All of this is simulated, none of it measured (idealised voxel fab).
process module | voxel capacitor over wiring
cross-section cut | 240 nm wide | cells 5 nm
A cross-section is a grid of square cells, given in bands from the top down. A band is one or more rows of cells.
Each band's line starts with the height of the band's top and of its bottom, in nm. Then come its materials from left to right, each with its width in nm. One material with "throughout" fills the band from edge to edge. "air" is empty space.
Height 0 is the level under which the wafer as received is all one material. The lowest band goes on downwards, as in "0 down".
A width such as "30 to 40" changes by the same amount from each row of cells to the next, from the band's top row to its bottom row.
"no change" after a step means that no cell of the cross-section changed.
closed voids: empty space of 8 cells or more with no open way to the top, each as width x height at its distance from the left edge, in nm
after a step's settings: what the simulator itself notes on the step
overlay nm, on a step with a mask: how far to the right of its planned place the mask lay; to the left if negative
plan
1 op RECEIVE | material Si
2 op CONFORMAL_DEP | material SiO2 | thk nm 10
3 op CONFORMAL_DEP | material SiCN | thk nm 5
4 op DIRECTIONAL_DEP | material lowk | thk nm 20
5 op DIRECTIONAL_DEP | material aC | thk nm 10
6 op PATTERN | tone open | mask id METAL_1 | material resist | width nm 30 | pitch nm 80 | thk nm 30 | overlay nm 0
7 op DIRECTIONAL_ETCH | etch materials aC | depth nm 10
8 op STRIP | etch materials resist
9 op DIRECTIONAL_ETCH | etch materials lowk | depth nm 20
10 op DIRECTIONAL_ETCH | etch materials SiCN | depth nm 5
11 op STRIP | etch materials aC
12 op CONFORMAL_DEP | material TiN | thk nm 5
13 op FILL_DEP | material Cu | thk nm 5
14 op CMP | height nm 35
15 op EPI | material Ru | thk nm 5
16 op FILL_DEP | material SiCN | thk nm 5
17 op DIRECTIONAL_DEP | material SiO2 | thk nm 20
18 op DIRECTIONAL_DEP | material aC | thk nm 15
19 op PATTERN | tone open | mask id PLUG_1 | material resist | width nm 15 | thk nm 35 | overlay nm 0
20 op DIRECTIONAL_ETCH | etch materials aC | depth nm 15
21 op STRIP | etch materials resist
22 op DIRECTIONAL_ETCH | etch materials SiO2 | depth nm 20
23 op DIRECTIONAL_ETCH | etch materials SiCN | depth nm 5
24 op STRIP | etch materials aC
25 op EPI | material Ru | thk nm 10
26 op EPI | material Ru | thk nm 10
27 op EPI | material Ru | thk nm 5
28 op DIRECTIONAL_DEP | material TiN | thk nm 5
29 op DIRECTIONAL_DEP | material SiN | thk nm 5
30 op DIRECTIONAL_DEP | material TiN | thk nm 10
31 op DIRECTIONAL_DEP | material aC | thk nm 15
32 op PATTERN | tone cover | mask id UPPER_PLATE | material resist | width nm 55 | thk nm 35 | overlay nm 0
33 op DIRECTIONAL_ETCH | etch materials aC | depth nm 15
34 op STRIP | etch materials resist
35 op DIRECTIONAL_ETCH | etch materials TiN | depth nm 10
36 op DIRECTIONAL_ETCH | etch materials SiN | depth nm 5
37 op STRIP | etch materials aC
38 op MASKED_ETCH | tone cover | mask id LOWER_PLATE | width nm 65 | etch materials TiN | depth nm 5 | overlay nm 0
39 op FILL_DEP | material SiO2 | thk nm 15
40 op CMP | height nm 95
41 op MASKED_ETCH | tone open | mask id PLUG_2 | width nm 15 | etch materials SiO2 | depth nm 10 | overlay nm 0
42 op CONFORMAL_DEP | material TiN | thk nm 5
43 op FILL_DEP | material Ru | thk nm 5
44 op CMP | height nm 95
45 op CONFORMAL_DEP | material SiN | thk nm 5
first wafer, as planned
as received, after step 1
  0 down: Si throughout
  closed voids: none
after step 2
  10 to 0: SiO2 throughout
  below 0: unchanged
after step 3
  15 to 10: SiCN throughout
  below 10: unchanged
after step 4
  35 to 15: lowk throughout
  below 15: unchanged
after step 5
  45 to 35: aC throughout
  below 35: unchanged
after step 6
  75 to 45: resist 65 | air 30 | resist 50 | air 30 | resist 65
  below 45: unchanged
after step 7
  65 to 45: resist 65 | air 30 | resist 50 | air 30 | resist 65
  45 to 35: aC 65 | air 30 | aC 50 | air 30 | aC 65
  below 35: unchanged
after step 8
  45 to 35: aC 65 | air 30 | aC 50 | air 30 | aC 65
  below 35: unchanged
after step 9
  45 to 35: aC 65 | air 30 | aC 50 | air 30 | aC 65
  35 to 15: lowk 65 | air 30 | lowk 50 | air 30 | lowk 65
  below 15: unchanged
after step 10
  45 to 35: aC 65 | air 30 | aC 50 | air 30 | aC 65
  35 to 15: lowk 65 | air 30 | lowk 50 | air 30 | lowk 65
  15 to 10: SiCN 65 | air 30 | SiCN 50 | air 30 | SiCN 65
  below 10: unchanged
after step 11
  35 to 15: lowk 65 | air 30 | lowk 50 | air 30 | lowk 65
  below 15: unchanged
after step 12
  40 to 35: TiN 70 | air 20 | TiN 60 | air 20 | TiN 70
  35 to 15: lowk 65 | TiN 5 | air 20 | TiN 5 | lowk 50 | TiN 5 | air 20 | TiN 5 | lowk 65
  15 to 10: SiCN 65 | TiN 30 | SiCN 50 | TiN 30 | SiCN 65
  below 10: unchanged
after step 13
  45 to 40: Cu throughout
  40 to 35: TiN 70 | Cu 20 | TiN 60 | Cu 20 | TiN 70
  35 to 15: lowk 65 | TiN 5 | Cu 20 | TiN 5 | lowk 50 | TiN 5 | Cu 20 | TiN 5 | lowk 65
  below 15: unchanged
after step 14
  35 to 15: lowk 65 | TiN 5 | Cu 20 | TiN 5 | lowk 50 | TiN 5 | Cu 20 | TiN 5 | lowk 65
  below 15: unchanged
after step 15
  40 to 35: air 60 | Ru 40 | air 40 | Ru 40 | air 60
  below 35: unchanged
after step 16
  45 to 40: SiCN throughout
  40 to 35: SiCN 60 | Ru 40 | SiCN 40 | Ru 40 | SiCN 60
  below 35: unchanged
after step 17
  65 to 45: SiO2 throughout
  below 45: unchanged
after step 18
  80 to 65: aC throughout
  below 65: unchanged
after step 19
  115 to 80: resist 80 | air 15 | resist 145
  below 80: unchanged
after step 20
  100 to 80: resist 80 | air 15 | resist 145
  80 to 65: aC 80 | air 15 | aC 145
  below 65: unchanged
after step 21
  80 to 65: aC 80 | air 15 | aC 145
  below 65: unchanged
after step 22
  80 to 65: aC 80 | air 15 | aC 145
  65 to 45: SiO2 80 | air 15 | SiO2 145
  below 45: unchanged
after step 23
  80 to 65: aC 80 | air 15 | aC 145
  65 to 45: SiO2 80 | air 15 | SiO2 145
  45 to 40: SiCN 80 | air 15 | SiCN 145
  below 40: unchanged
after step 24
  65 to 45: SiO2 80 | air 15 | SiO2 145
  below 45: unchanged
after step 25
  65 to 50: SiO2 80 | air 15 | SiO2 145
  50 to 45: SiO2 80 | Ru 15 | SiO2 145
  45 to 40: SiCN 80 | Ru 15 | SiCN 145
  below 40: unchanged
after step 26
  65 to 60: SiO2 80 | air 15 | SiO2 145
  60 to 45: SiO2 80 | Ru 15 | SiO2 145
  below 45: unchanged
after step 27
  65 to 45: SiO2 80 | Ru 15 | SiO2 145
  below 45: unchanged
after step 28
  70 to 65: TiN throughout
  below 65: unchanged
after step 29
  75 to 70: SiN throughout
  below 70: unchanged
after step 30
  85 to 75: TiN throughout
  below 75: unchanged
after step 31
  100 to 85: aC throughout
  below 85: unchanged
after step 32
  135 to 100: air 80 | resist 55 | air 105
  below 100: unchanged
after step 33
  120 to 100: air 80 | resist 55 | air 105
  100 to 85: air 80 | aC 55 | air 105
  below 85: unchanged
after step 34
  100 to 85: air 80 | aC 55 | air 105
  below 85: unchanged
after step 35
  100 to 85: air 80 | aC 55 | air 105
  85 to 75: air 80 | TiN 55 | air 105
  below 75: unchanged
after step 36
  100 to 85: air 80 | aC 55 | air 105
  85 to 75: air 80 | TiN 55 | air 105
  75 to 70: air 80 | SiN 55 | air 105
  below 70: unchanged
after step 37
  85 to 75: air 80 | TiN 55 | air 105
  below 75: unchanged
after step 38
  85 to 75: air 80 | TiN 55 | air 105
  75 to 70: air 80 | SiN 55 | air 105
  70 to 65: air 75 | TiN 65 | air 100
  below 65: unchanged
after step 39
  100 to 85: SiO2 throughout
  85 to 75: SiO2 80 | TiN 55 | SiO2 105
  75 to 70: SiO2 80 | SiN 55 | SiO2 105
  70 to 65: SiO2 75 | TiN 65 | SiO2 100
  below 65: unchanged
after step 40
  95 to 85: SiO2 throughout
  below 85: unchanged
after step 41
  95 to 85: SiO2 90 | air 15 | SiO2 135
  below 85: unchanged
after step 42
  100 to 95: TiN 95 | air 5 | TiN 140
  95 to 90: SiO2 90 | TiN 5 | air 5 | TiN 5 | SiO2 135
  90 to 85: SiO2 90 | TiN 15 | SiO2 135
  below 85: unchanged
after step 43
  105 to 100: Ru throughout
  100 to 95: TiN 95 | Ru 5 | TiN 140
  95 to 90: SiO2 90 | TiN 5 | Ru 5 | TiN 5 | SiO2 135
  below 90: unchanged
after step 44
  95 to 90: SiO2 90 | TiN 5 | Ru 5 | TiN 5 | SiO2 135
  below 90: unchanged
after step 45
  100 to 95: SiN throughout
  below 95: unchanged
second wafer: like start, like plan, one mistake. Through step 31 it matches the first wafer
when step 32 should have ended
  135 to 100: air 85 | resist 45 | air 110
  below 100: unchanged
when step 33 should have ended
  120 to 100: air 85 | resist 45 | air 110
  100 to 85: air 85 | aC 45 | air 110
  below 85: unchanged
when step 34 should have ended
  100 to 85: air 85 | aC 45 | air 110
  below 85: unchanged
when step 35 should have ended
  100 to 85: air 85 | aC 45 | air 110
  85 to 75: air 85 | TiN 45 | air 110
  below 75: unchanged
when step 36 should have ended
  100 to 85: air 85 | aC 45 | air 110
  85 to 75: air 85 | TiN 45 | air 110
  75 to 70: air 85 | SiN 45 | air 110
  below 70: unchanged
when step 37 should have ended
  85 to 75: air 85 | TiN 45 | air 110
  below 75: unchanged
when step 38 should have ended
  85 to 75: air 85 | TiN 45 | air 110
  75 to 70: air 85 | SiN 45 | air 110
  70 to 65: air 75 | TiN 65 | air 100
  below 65: unchanged
when step 39 should have ended
  100 to 85: SiO2 throughout
  85 to 75: SiO2 85 | TiN 45 | SiO2 110
  75 to 70: SiO2 85 | SiN 45 | SiO2 110
  70 to 65: SiO2 75 | TiN 65 | SiO2 100
  below 65: unchanged
when step 40 should have ended
  95 to 85: SiO2 throughout
  below 85: unchanged
when step 41 should have ended
  95 to 85: SiO2 90 | air 15 | SiO2 135
  below 85: unchanged
when step 42 should have ended
  100 to 95: TiN 95 | air 5 | TiN 140
  95 to 90: SiO2 90 | TiN 5 | air 5 | TiN 5 | SiO2 135
  90 to 85: SiO2 90 | TiN 15 | SiO2 135
  below 85: unchanged
when step 43 should have ended
  105 to 100: Ru throughout
  100 to 95: TiN 95 | Ru 5 | TiN 140
  95 to 90: SiO2 90 | TiN 5 | Ru 5 | TiN 5 | SiO2 135
  below 90: unchanged
when step 44 should have ended
  95 to 90: SiO2 90 | TiN 5 | Ru 5 | TiN 5 | SiO2 135
  below 90: unchanged
when step 45 should have ended
  100 to 95: SiN throughout
  below 95: unchanged
what went wrong: step 32 ran as: op PATTERN | tone cover | mask id UPPER_PLATE | material resist | width nm 45 | thk nm 35 | overlay nm 0
at the end the second wafer has, in cells: 2 fewer of SiN | 6 more of SiO2 | 4 fewer of TiN
